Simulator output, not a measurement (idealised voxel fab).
Process module name: voxel released beams
FYI the section here is cut, 240 nm wide, cells are 5 nm squares.
For the purposes of this document, a cross-section shall be understood as a grid of square cells, specified as bands listed in top-to-bottom order, each band consisting of one or more rows of cells. Band entry format. Leading values: height of top, height of bottom, nm. Remainder: materials in left-to-right order, each with its width in nm. Special words: "edge to edge" on a single material, which then fills the band edge to edge; "blank", empty space. We count height from 0. Below that, the starting wafer is all one material. The lowest band never ends at the bottom but goes on down; see "top 0, no bottom" for how that is written. You'd read "30->40" like this: the band's top row of cells is as wide as the first number, its bottom row is as wide as the second, and going down, every row changes width by the same amount as the row before did. Any step labelled "no alterations made" changed none of the cells in the cross-section. "Voids, fully enclosed" - sealed voids, min. 8 cells, no opening to top; format: width x height at distance (distance from left edge; nm throughout). On each step's line, the part that comes after the settings is the simulator's own comment on the step. "overlay nm", when on a step's line for a step with a mask, measures how far to the right of its planned place the mask lay; a negative measure means to the left. Guide to the pairs. Each holds a before and an after cross-section around one process step; the after cross-section is cut off at the lowest band that changed. Look under the pair for the step between them and its settings. Pairs can come from different runs of this module on the same starting wafer, so a pair follows on from the one above it only where its entry headed "Pre-step profile" says it does.
PRE-STEP PROFILE
- top 0, no bottom | Si edge to edge
- Voids, fully enclosed: none
SECTION, POST-STEP
- top 10, bottom 0 | SiN edge to edge
- Everything under 0 stays put, no change at all.
- Voids, fully enclosed: none
Process step bridging the above cross-sections: CONFORMAL_DEP, material SiN, thk nm 10
Pre-step profile: the wafer arrives at this step looking as the after cross-section in the pair just above shows it.
SECTION, POST-STEP
- top 20, bottom 10 | SiO2 edge to edge
- Everything under 10 stays put, no change at all.
- Voids, fully enclosed: none
Process step bridging the above cross-sections: DIRECTIONAL_DEP, material SiO2, thk nm 10
Pre-step profile: the wafer arrives at this step looking as the after cross-section in the pair just above shows it.
SECTION, POST-STEP
- top 40, bottom 20 | resist 70; blank 45; resist 125
- Everything under 20 stays put, no change at all.
- Voids, fully enclosed: none
Process step bridging the above cross-sections: PATTERN, tone open, mask id ANCHOR, material resist, width nm 45, thk nm 20, overlay nm 0
Pre-step profile: the wafer arrives at this step looking as the after cross-section in the pair just above shows it.
SECTION, POST-STEP
- top 40, bottom 20 | resist 70; blank 45; resist 125
- top 20, bottom 10 | SiO2 70; blank 45; SiO2 125
- Everything under 10 stays put, no change at all.
- Voids, fully enclosed: none
Process step bridging the above cross-sections: DIRECTIONAL_ETCH, etch materials SiO2, depth nm 10
Pre-step profile: the wafer arrives at this step looking as the after cross-section in the pair just above shows it.
SECTION, POST-STEP
- top 20, bottom 10 | SiO2 70; blank 45; SiO2 125
- Everything under 10 stays put, no change at all.
- Voids, fully enclosed: none
Process step bridging the above cross-sections: STRIP, etch materials resist
Pre-step profile: the wafer arrives at this step looking as the after cross-section in the pair just above shows it.
SECTION, POST-STEP
- top 35, bottom 25 | W 85; blank 15; W 140
- top 25, bottom 20 | W edge to edge
- top 20, bottom 10 | SiO2 70; W 45; SiO2 125
- Everything under 10 stays put, no change at all.
- Voids, fully enclosed: none
Process step bridging the above cross-sections: CONFORMAL_DEP, material W, thk nm 15
Pre-step profile: the wafer arrives at this step looking as the after cross-section in the pair just above shows it.
SECTION, POST-STEP
- top 35, bottom 25 | blank 65; W 20; blank 15; W 70; blank 70
- top 25, bottom 20 | blank 65; W 105; blank 70
- Everything under 20 stays put, no change at all.
- Voids, fully enclosed: none
Process step bridging the above cross-sections: MASKED_ETCH, tone cover, mask id BEAM, width nm 105, etch materials W, depth nm 15, overlay nm 0
Pre-step profile: the wafer arrives at this step looking as the after cross-section in the pair just above shows it.
SECTION, POST-STEP
- top 35, bottom 25 | blank 65; W 20; blank 15; W 70; blank 70
- top 25, bottom 20 | blank 65; W 105; blank 70
- top 20, bottom 10 | blank 70; W 45; blank 125
- Everything under 10 stays put, no change at all.
- Voids, fully enclosed: none
Process step bridging the above cross-sections: STRIP, etch materials SiO2
PRE-STEP PROFILE
- top 0, no bottom | Si edge to edge
- Voids, fully enclosed: none
SECTION, POST-STEP
- top 10, bottom 0 | SiO2 edge to edge
- Everything under 0 stays put, no change at all.
- Voids, fully enclosed: none
Process step bridging the above cross-sections: DIRECTIONAL_DEP, material SiO2, thk nm 10
Pre-step profile: the wafer arrives at this step looking as the after cross-section in the pair just above shows it.
SECTION, POST-STEP
- top 30, bottom 10 | resist 70; blank 45; resist 125
- Everything under 10 stays put, no change at all.
- Voids, fully enclosed: none
Process step bridging the above cross-sections: PATTERN, tone open, mask id ANCHOR, material resist, width nm 45, thk nm 20, overlay nm 0
Pre-step profile: the wafer arrives at this step looking as the after cross-section in the pair just above shows it.
SECTION, POST-STEP
- top 30, bottom 10 | resist 70; blank 45; resist 125
- top 10, bottom 0 | SiO2 70; blank 45; SiO2 125
- Everything under 0 stays put, no change at all.
- Voids, fully enclosed: none
Process step bridging the above cross-sections: DIRECTIONAL_ETCH, etch materials SiO2, depth nm 10
Pre-step profile: the wafer arrives at this step looking as the after cross-section in the pair just above shows it.
SECTION, POST-STEP
- top 10, bottom 0 | SiO2 70; blank 45; SiO2 125
- Everything under 0 stays put, no change at all.
- Voids, fully enclosed: none
Process step bridging the above cross-sections: STRIP, etch materials resist
Pre-step profile: the wafer arrives at this step looking as the after cross-section in the pair just above shows it.
SECTION, POST-STEP
- top 25, bottom 15 | W 85; blank 15; W 140
- top 15, bottom 10 | W edge to edge
- top 10, bottom 0 | SiO2 70; W 45; SiO2 125
- Everything under 0 stays put, no change at all.
- Voids, fully enclosed: none
Process step bridging the above cross-sections: CONFORMAL_DEP, material W, thk nm 15
Pre-step profile: the wafer arrives at this step looking as the after cross-section in the pair just above shows it.
SECTION, POST-STEP
- top 25, bottom 15 | blank 65; W 20; blank 15; W 70; blank 70
- top 15, bottom 10 | blank 65; W 105; blank 70
- Everything under 10 stays put, no change at all.
- Voids, fully enclosed: none
Process step bridging the above cross-sections: MASKED_ETCH, tone cover, mask id BEAM, width nm 105, etch materials W, depth nm 15, overlay nm 0
Pre-step profile: the wafer arrives at this step looking as the after cross-section in the pair just above shows it.
SECTION, POST-STEP
- top 25, bottom 15 | blank 65; W 20; blank 15; W 70; blank 70
- top 15, bottom 10 | blank 65; W 105; blank 70
- top 10, bottom 0 | blank 70; W 45; blank 125
- Everything under 0 stays put, no change at all.
- Voids, fully enclosed: none
Process step bridging the above cross-sections: STRIP, etch materials SiO2
PRE-STEP PROFILE
- top 35, bottom 25 | W 85; blank 15; W 140
- top 25, bottom 20 | W edge to edge
- top 20, bottom 10 | SiO2 70; W 45; SiO2 125
- top 10, bottom 0 | SiN edge to edge
- top 0, no bottom | Si edge to edge
- Voids, fully enclosed: none
SECTION, POST-STEP
- top 50, bottom 20 | W edge to edge
- Everything under 20 stays put, no change at all.
- Voids, fully enclosed: none
Process step bridging the above cross-sections: CONFORMAL_DEP, material W, thk nm 15
Pre-step profile: the wafer arrives at this step looking as the after cross-section in the pair just above shows it.
SECTION, POST-STEP
- top 50, bottom 35 | blank 65; W 105; blank 70
- Everything under 35 stays put, no change at all.
- Voids, fully enclosed: none
Process step bridging the above cross-sections: MASKED_ETCH, tone cover, mask id BEAM, width nm 105, etch materials W, depth nm 15, overlay nm 0
PRE-STEP PROFILE
- top 10, bottom 0 | SiO2 edge to edge
- top 0, no bottom | Si edge to edge
- Voids, fully enclosed: none
SECTION, POST-STEP
- top 20, bottom 10 | SiN edge to edge
- Everything under 10 stays put, no change at all.
- Voids, fully enclosed: none
Process step bridging the above cross-sections: CONFORMAL_DEP, material SiN, thk nm 10
Pre-step profile: the wafer arrives at this step looking as the after cross-section in the pair just above shows it.
SECTION, POST-STEP
- top 40, bottom 20 | resist 70; blank 45; resist 125
- Everything under 20 stays put, no change at all.
- Voids, fully enclosed: none
Process step bridging the above cross-sections: PATTERN, tone open, mask id ANCHOR, material resist, width nm 45, thk nm 20, overlay nm 0
Pre-step profile: the wafer arrives at this step looking as the after cross-section in the pair just above shows it.
SECTION, POST-STEP
- top 20, bottom 10 | SiN edge to edge
- Everything under 10 stays put, no change at all.
- Voids, fully enclosed: none
Process step bridging the above cross-sections: STRIP, etch materials resist
Pre-step profile: the wafer arrives at this step looking as the after cross-section in the pair just above shows it.
SECTION, POST-STEP
- top 35, bottom 20 | W edge to edge
- Everything under 20 stays put, no change at all.
- Voids, fully enclosed: none
Process step bridging the above cross-sections: CONFORMAL_DEP, material W, thk nm 15
Pre-step profile: the wafer arrives at this step looking as the after cross-section in the pair just above shows it.
SECTION, POST-STEP
- top 35, bottom 20 | blank 65; W 105; blank 70
- Everything under 20 stays put, no change at all.
- Voids, fully enclosed: none
Process step bridging the above cross-sections: MASKED_ETCH, tone cover, mask id BEAM, width nm 105, etch materials W, depth nm 15, overlay nm 0
PRE-STEP PROFILE
- top 10, bottom 0 | SiN edge to edge
- top 0, no bottom | Si edge to edge
- Voids, fully enclosed: none
SECTION, POST-STEP
- top 15, bottom 10 | SiO2 edge to edge
- Everything under 10 stays put, no change at all.
- Voids, fully enclosed: none
Process step bridging the above cross-sections: DIRECTIONAL_DEP, material SiO2, thk nm 5
Pre-step profile: the wafer arrives at this step looking as the after cross-section in the pair just above shows it.
SECTION, POST-STEP
- top 35, bottom 15 | resist 70; blank 45; resist 125
- Everything under 15 stays put, no change at all.
- Voids, fully enclosed: none
Process step bridging the above cross-sections: PATTERN, tone open, mask id ANCHOR, material resist, width nm 45, thk nm 20, overlay nm 0
Pre-step profile: the wafer arrives at this step looking as the after cross-section in the pair just above shows it.
SECTION, POST-STEP
- top 35, bottom 15 | resist 70; blank 45; resist 125
- top 15, bottom 10 | SiO2 70; blank 45; SiO2 125
- Everything under 10 stays put, no change at all.
- Voids, fully enclosed: none
Process step bridging the above cross-sections: DIRECTIONAL_ETCH, etch materials SiO2, depth nm 10
Pre-step profile: the wafer arrives at this step looking as the after cross-section in the pair just above shows it.
SECTION, POST-STEP
- top 15, bottom 10 | SiO2 70; blank 45; SiO2 125
- Everything under 10 stays put, no change at all.
- Voids, fully enclosed: none
Process step bridging the above cross-sections: STRIP, etch materials resist
Pre-step profile: the wafer arrives at this step looking as the after cross-section in the pair just above shows it.
SECTION, POST-STEP
- top 30, bottom 25 | W 85; blank 15; W 140
- top 25, bottom 15 | W edge to edge
- top 15, bottom 10 | SiO2 70; W 45; SiO2 125
- Everything under 10 stays put, no change at all.
- Voids, fully enclosed: none
Process step bridging the above cross-sections: CONFORMAL_DEP, material W, thk nm 15
Pre-step profile: the wafer arrives at this step looking as the after cross-section in the pair just above shows it.
SECTION, POST-STEP
- top 30, bottom 25 | blank 65; W 20; blank 15; W 70; blank 70
- top 25, bottom 15 | blank 65; W 105; blank 70
- Everything under 15 stays put, no change at all.
- Voids, fully enclosed: none
Process step bridging the above cross-sections: MASKED_ETCH, tone cover, mask id BEAM, width nm 105, etch materials W, depth nm 15, overlay nm 0
Pre-step profile: the wafer arrives at this step looking as the after cross-section in the pair just above shows it.
SECTION, POST-STEP
- top 30, bottom 25 | blank 65; W 20; blank 15; W 70; blank 70
- top 25, bottom 15 | blank 65; W 105; blank 70
- top 15, bottom 10 | blank 70; W 45; blank 125
- Everything under 10 stays put, no change at all.
- Voids, fully enclosed: none
Process step bridging the above cross-sections: STRIP, etch materials SiO2
PRE-STEP PROFILE
- top 20, bottom 10 | SiO2 edge to edge
- top 10, bottom 0 | SiN edge to edge
- top 0, no bottom | Si edge to edge
- Voids, fully enclosed: none
SECTION, POST-STEP
- top 40, bottom 20 | resist 70; blank 50; resist 120
- Everything under 20 stays put, no change at all.
- Voids, fully enclosed: none
Process step bridging the above cross-sections: PATTERN, tone open, mask id ANCHOR, material resist, width nm 50, thk nm 20, overlay nm 0
Pre-step profile: the wafer arrives at this step looking as the after cross-section in the pair just above shows it.
SECTION, POST-STEP
- top 40, bottom 20 | resist 70; blank 50; resist 120
- top 20, bottom 10 | SiO2 70; blank 50; SiO2 120
- Everything under 10 stays put, no change at all.
- Voids, fully enclosed: none
Process step bridging the above cross-sections: DIRECTIONAL_ETCH, etch materials SiO2, depth nm 10
Pre-step profile: the wafer arrives at this step looking as the after cross-section in the pair just above shows it.
SECTION, POST-STEP
- top 20, bottom 10 | SiO2 70; blank 50; SiO2 120
- Everything under 10 stays put, no change at all.
- Voids, fully enclosed: none
Process step bridging the above cross-sections: STRIP, etch materials resist
Pre-step profile: the wafer arrives at this step looking as the after cross-section in the pair just above shows it.
SECTION, POST-STEP
- top 35, bottom 25 | W 85; blank 20; W 135
- top 25, bottom 20 | W edge to edge
- top 20, bottom 10 | SiO2 70; W 50; SiO2 120
- Everything under 10 stays put, no change at all.
- Voids, fully enclosed: none
Process step bridging the above cross-sections: CONFORMAL_DEP, material W, thk nm 15
Pre-step profile: the wafer arrives at this step looking as the after cross-section in the pair just above shows it.
SECTION, POST-STEP
- top 35, bottom 25 | blank 65; W 20; blank 20; W 65; blank 70
- top 25, bottom 20 | blank 65; W 105; blank 70
- Everything under 20 stays put, no change at all.
- Voids, fully enclosed: none
Process step bridging the above cross-sections: MASKED_ETCH, tone cover, mask id BEAM, width nm 105, etch materials W, depth nm 15, overlay nm 0
Pre-step profile: the wafer arrives at this step looking as the after cross-section in the pair just above shows it.
SECTION, POST-STEP
- top 35, bottom 25 | blank 65; W 20; blank 20; W 65; blank 70
- top 25, bottom 20 | blank 65; W 105; blank 70
- top 20, bottom 10 | blank 70; W 50; blank 120
- Everything under 10 stays put, no change at all.
- Voids, fully enclosed: none
Process step bridging the above cross-sections: STRIP, etch materials SiO2
PRE-STEP PROFILE
- top 20, bottom 10 | SiO2 edge to edge
- top 10, bottom 0 | SiN edge to edge
- top 0, no bottom | Si edge to edge
- Voids, fully enclosed: none
SECTION, POST-STEP
- top 40, bottom 20 | resist 75; blank 45; resist 120
- Everything under 20 stays put, no change at all.
- Voids, fully enclosed: none
Process step bridging the above cross-sections: PATTERN, tone open, mask id ANCHOR, material resist, width nm 45, thk nm 20, overlay nm 5
Pre-step profile: the wafer arrives at this step looking as the after cross-section in the pair just above shows it.
SECTION, POST-STEP
- top 40, bottom 20 | resist 75; blank 45; resist 120
- top 20, bottom 10 | SiO2 75; blank 45; SiO2 120
- Everything under 10 stays put, no change at all.
- Voids, fully enclosed: none
Process step bridging the above cross-sections: DIRECTIONAL_ETCH, etch materials SiO2, depth nm 10
Pre-step profile: the wafer arrives at this step looking as the after cross-section in the pair just above shows it.
SECTION, POST-STEP
- top 20, bottom 10 | SiO2 75; blank 45; SiO2 120
- Everything under 10 stays put, no change at all.
- Voids, fully enclosed: none
Process step bridging the above cross-sections: STRIP, etch materials resist
Pre-step profile: the wafer arrives at this step looking as the after cross-section in the pair just above shows it.
SECTION, POST-STEP
- top 35, bottom 25 | W 90; blank 15; W 135
- top 25, bottom 20 | W edge to edge
- top 20, bottom 10 | SiO2 75; W 45; SiO2 120
- Everything under 10 stays put, no change at all.
- Voids, fully enclosed: none
Process step bridging the above cross-sections: CONFORMAL_DEP, material W, thk nm 15
Pre-step profile: the wafer arrives at this step looking as the after cross-section in the pair just above shows it.
SECTION, POST-STEP
- top 35, bottom 25 | blank 65; W 25; blank 15; W 65; blank 70
- top 25, bottom 20 | blank 65; W 105; blank 70
- Everything under 20 stays put, no change at all.
- Voids, fully enclosed: none
Process step bridging the above cross-sections: MASKED_ETCH, tone cover, mask id BEAM, width nm 105, etch materials W, depth nm 15, overlay nm 0
Pre-step profile: the wafer arrives at this step looking as the after cross-section in the pair just above shows it.
SECTION, POST-STEP
- top 35, bottom 25 | blank 65; W 25; blank 15; W 65; blank 70
- top 25, bottom 20 | blank 65; W 105; blank 70
- top 20, bottom 10 | blank 75; W 45; blank 120
- Everything under 10 stays put, no change at all.
- Voids, fully enclosed: none
Process step bridging the above cross-sections: STRIP, etch materials SiO2
PRE-STEP PROFILE
- top 20, bottom 10 | SiO2 70; blank 45; SiO2 125
- top 10, bottom 0 | SiN edge to edge
- top 0, no bottom | Si edge to edge
- Voids, fully enclosed: none
SECTION, POST-STEP
- top 35, bottom 25 | SiN 85; blank 15; SiN 140
- top 25, bottom 20 | SiN edge to edge
- top 20, bottom 10 | SiO2 70; SiN 45; SiO2 125
- Everything under 10 stays put, no change at all.
- Voids, fully enclosed: none
Process step bridging the above cross-sections: CONFORMAL_DEP, material SiN, thk nm 15
PRE-STEP PROFILE
- top 20, bottom 10 | SiO2 edge to edge
- top 10, bottom 0 | SiN edge to edge
- top 0, no bottom | Si edge to edge
- Voids, fully enclosed: none
SECTION, POST-STEP
- top 40, bottom 20 | blank 70; resist 45; blank 125
- Everything under 20 stays put, no change at all.
- Voids, fully enclosed: none
Process step bridging the above cross-sections: PATTERN, tone cover, mask id ANCHOR, material resist, width nm 45, thk nm 20, overlay nm 0
Pre-step profile: the wafer arrives at this step looking as the after cross-section in the pair just above shows it.
SECTION, POST-STEP
- top 40, bottom 20 | blank 70; resist 45; blank 125
- top 20, bottom 10 | blank 70; SiO2 45; blank 125
- Everything under 10 stays put, no change at all.
- Voids, fully enclosed: none
Process step bridging the above cross-sections: DIRECTIONAL_ETCH, etch materials SiO2, depth nm 10
Pre-step profile: the wafer arrives at this step looking as the after cross-section in the pair just above shows it.
SECTION, POST-STEP
- top 20, bottom 10 | blank 70; SiO2 45; blank 125
- Everything under 10 stays put, no change at all.
- Voids, fully enclosed: none
Process step bridging the above cross-sections: STRIP, etch materials resist
Pre-step profile: the wafer arrives at this step looking as the after cross-section in the pair just above shows it.
SECTION, POST-STEP
- top 35, bottom 25 | blank 55; W 75; blank 110
- top 25, bottom 20 | W edge to edge
- top 20, bottom 10 | W 70; SiO2 45; W 125
- Everything under 10 stays put, no change at all.
- Voids, fully enclosed: none
Process step bridging the above cross-sections: CONFORMAL_DEP, material W, thk nm 15
Pre-step profile: the wafer arrives at this step looking as the after cross-section in the pair just above shows it.
SECTION, POST-STEP
- top 35, bottom 25 | blank 65; W 65; blank 110
- top 25, bottom 20 | blank 65; W 105; blank 70
- top 20, bottom 10 | blank 55; W 15; SiO2 45; W 55; blank 70
- Everything under 10 stays put, no change at all.
- Voids, fully enclosed: none
Process step bridging the above cross-sections: MASKED_ETCH, tone cover, mask id BEAM, width nm 105, etch materials W, depth nm 15, overlay nm 0
